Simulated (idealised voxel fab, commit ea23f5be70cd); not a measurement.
You're looking at the process module voxel self aligned contacts.
The cross-section shown here is cut; it is 235 nm wide and divided into square cells measuring 5 nm on a side.
Square cells in a grid make up a cross-section in this document, and the grid is given as bands, listed from the top down, each one or more rows of cells.
Band entry format. Leading values: height of top, height of bottom, nm. Remainder: materials in left-to-right order, each with its width in nm. Special words: "throughout" on a single material, which then fills the band edge to edge; "empty", empty space.
Height is counted from the level 0, under which the received wafer is composed throughout of one material. The lowest of the bands is not closed at the bottom but continues downward, in the notation "0 down".
You'd read "30..40" like this: the band's top row of cells is as wide as the first number, its bottom row is as wide as the second, and going down, every row changes width by the same amount as the row before did.
"remains unaltered" for a step: no cell of the cross-section changed in that step.
Look at "Fully sealed cavities" for the closed voids: empty spaces with no open path to the top, sized 8 cells or up. Each is width x height at distance, distance from the left edge, all nm.
Read whatever lies past the settings on a step's line as the simulator's own remark about the step.
overlay nm: how far to the right of its planned place the mask lay on this masked step (negative: to the left).
Below you will find pairs of cross-sections. In each, one shows the wafer before one process step and the other after it, with the after view ending at the lowest band that changed. Under each pair is the step separating them, along with its settings. Do not assume the pairs form a chain: they can come from different runs of this module on the same starting wafer, and a pair continues from the pair above it only when its "Pre-step profile" entry says so.

PRE-STEP PROFILE
- 50 to 40 | SiO2 95 / TiN 5 / Ru 35..15 / TiN 5..25 / SiO2 95
- 40 to 25 | SiO2 60 / SiN 35 / TiN 5 / Ru 15 / TiN 5 / SiN 35 / SiO2 80
- 25 to 0 | SiO2 60 / SiN 5 / polySi 25 / SiN 5 / TiN 5 / Ru 15 / TiN 5 / SiN 5 / polySi 25 / SiN 5 / SiO2 80
- 0 to -5 | SiO2 95 / TiN 25 / SiO2 115
- -5 down | Si throughout
- Fully sealed cavities: none

AS PROCESSED
- 55 to 50 | SiN throughout
- Below 50, no change.
- Fully sealed cavities: none
Step that separates the before view from the after view above: CONFORMAL_DEP [material SiN] [thk nm 5]

PRE-STEP PROFILE
- 50 to 40 | SiO2 95 / empty 45 / SiO2 95
- 40 to 25 | SiO2 70 / SiN 35 / empty 25 / SiN 35 / SiO2 70
- 25 to 0 | SiO2 70 / SiN 5 / polySi 25 / SiN 5 / empty 25 / SiN 5 / polySi 25 / SiN 5 / SiO2 70
- 0 to -5 | SiO2 105 / empty 25 / SiO2 105
- -5 down | Si throughout
- Fully sealed cavities: none

AS PROCESSED
- 55 to 50 | SiN 100 / empty 35 / SiN 100
- 50 to 40 | SiO2 95 / SiN 5..15 / empty 35..15 / SiN 5..15 / SiO2 95
- 40 to 25 | SiO2 70 / SiN 40 / empty 15 / SiN 40 / SiO2 70
- 25 to 0 | SiO2 70 / SiN 5 / polySi 25 / SiN 10 / empty 15 / SiN 10 / polySi 25 / SiN 5 / SiO2 70
- 0 to -5 | SiO2 105 / SiN 25 / SiO2 105
- Below -5, no change.
- Fully sealed cavities: none
Step that separates the before view from the after view above: CONFORMAL_DEP [material SiN] [thk nm 5]

Pre-step profile: unchanged from the after cross-section in the pair immediately above; refer to that figure.

AS PROCESSED
- 65 to 55 | Ru throughout
- 55 to 50 | SiN 100 / Ru 35 / SiN 100
- 50 to 40 | SiO2 95 / SiN 5..15 / Ru 35..15 / SiN 5..15 / SiO2 95
- 40 to 25 | SiO2 70 / SiN 40 / Ru 15 / SiN 40 / SiO2 70
- 25 to 0 | SiO2 70 / SiN 5 / polySi 25 / SiN 10 / Ru 15 / SiN 10 / polySi 25 / SiN 5 / SiO2 70
- Below 0, no change.
- Fully sealed cavities: none
Step that separates the before view from the after view above: FILL_DEP [material Ru] [thk nm 10]

Pre-step profile: unchanged from the after cross-section in the pair immediately above; refer to that figure.

AS PROCESSED
- 50 to 40 | SiO2 95 / SiN 5..15 / Ru 35..15 / SiN 5..15 / SiO2 95
- Below 40, no change.
- Fully sealed cavities: none
Step that separates the before view from the after view above: CMP [height nm 50]

Pre-step profile: unchanged from the after cross-section in the pair immediately above; refer to that figure.

AS PROCESSED
- 55 to 50 | SiN throughout
- Below 50, no change.
- Fully sealed cavities: none
Step that separates the before view from the after view above: CONFORMAL_DEP [material SiN] [thk nm 5]

PRE-STEP PROFILE
- 50 to 40 | SiO2 throughout
- 40 to 25 | SiO2 70 / SiN 35 / SiO2 25 / SiN 35 / SiO2 70
- 25 to 0 | SiO2 70 / SiN 5 / polySi 25 / SiN 5 / SiO2 25 / SiN 5 / polySi 25 / SiN 5 / SiO2 70
- 0 to -5 | SiO2 throughout
- -5 down | Si throughout
- Fully sealed cavities: none

AS PROCESSED
- 50 to 40 | empty 95 / SiO2 45 / empty 95
- 40 to 25 | empty 70 / SiN 35 / SiO2 25 / SiN 35 / empty 70
- 25 to 0 | empty 70 / SiN 5 / polySi 25 / SiN 5 / SiO2 25 / SiN 5 / polySi 25 / SiN 5 / empty 70
- 0 to -5 | empty 70 / SiO2 95 / empty 70
- Below -5, no change.
- Fully sealed cavities: none
Step that separates the before view from the after view above: MASKED_ETCH [tone cover] [mask id CONTACT] [width nm 45] [etch materials SiO2] [depth nm 55] [overlay nm 0]

Pre-step profile: unchanged from the after cross-section in the pair immediately above; refer to that figure.

AS PROCESSED
- 55 to 50 | empty 90 / TiN 55 / empty 90
- 50 to 40 | empty 90..65 / TiN 5..30 / SiO2 45 / TiN 5..30 / empty 90..65
- 40 to 25 | empty 65 / TiN 5 / SiN 35 / SiO2 25 / SiN 35 / TiN 5 / empty 65
- 25 to 0 | empty 65 / TiN 5 / SiN 5 / polySi 25 / SiN 5 / SiO2 25 / SiN 5 / polySi 25 / SiN 5 / TiN 5 / empty 65
- 0 to -5 | TiN 70 / SiO2 95 / TiN 70
- Below -5, no change.
- Fully sealed cavities: none
Step that separates the before view from the after view above: CONFORMAL_DEP [material TiN] [thk nm 5]

Pre-step profile: unchanged from the after cross-section in the pair immediately above; refer to that figure.

AS PROCESSED
- 65 to 55 | Ru throughout
- 55 to 50 | Ru 90 / TiN 55 / Ru 90
- 50 to 40 | Ru 90..65 / TiN 5..30 / SiO2 45 / TiN 5..30 / Ru 90..65
- 40 to 25 | Ru 65 / TiN 5 / SiN 35 / SiO2 25 / SiN 35 / TiN 5 / Ru 65
- 25 to 0 | Ru 65 / TiN 5 / SiN 5 / polySi 25 / SiN 5 / SiO2 25 / SiN 5 / polySi 25 / SiN 5 / TiN 5 / Ru 65
- Below 0, no change.
- Fully sealed cavities: none
Step that separates the before view from the after view above: FILL_DEP [material Ru] [thk nm 10]

Pre-step profile: unchanged from the after cross-section in the pair immediately above; refer to that figure.

AS PROCESSED
- 50 to 40 | Ru 90..65 / TiN 5..30 / SiO2 45 / TiN 5..30 / Ru 90..65
- Below 40, no change.
- Fully sealed cavities: none
Step that separates the before view from the after view above: CMP [height nm 50]

Pre-step profile: unchanged from the after cross-section in the pair immediately above; refer to that figure.

AS PROCESSED
- 55 to 50 | SiN throughout
- Below 50, no change.
- Fully sealed cavities: none
Step that separates the before view from the after view above: CONFORMAL_DEP [material SiN] [thk nm 5]
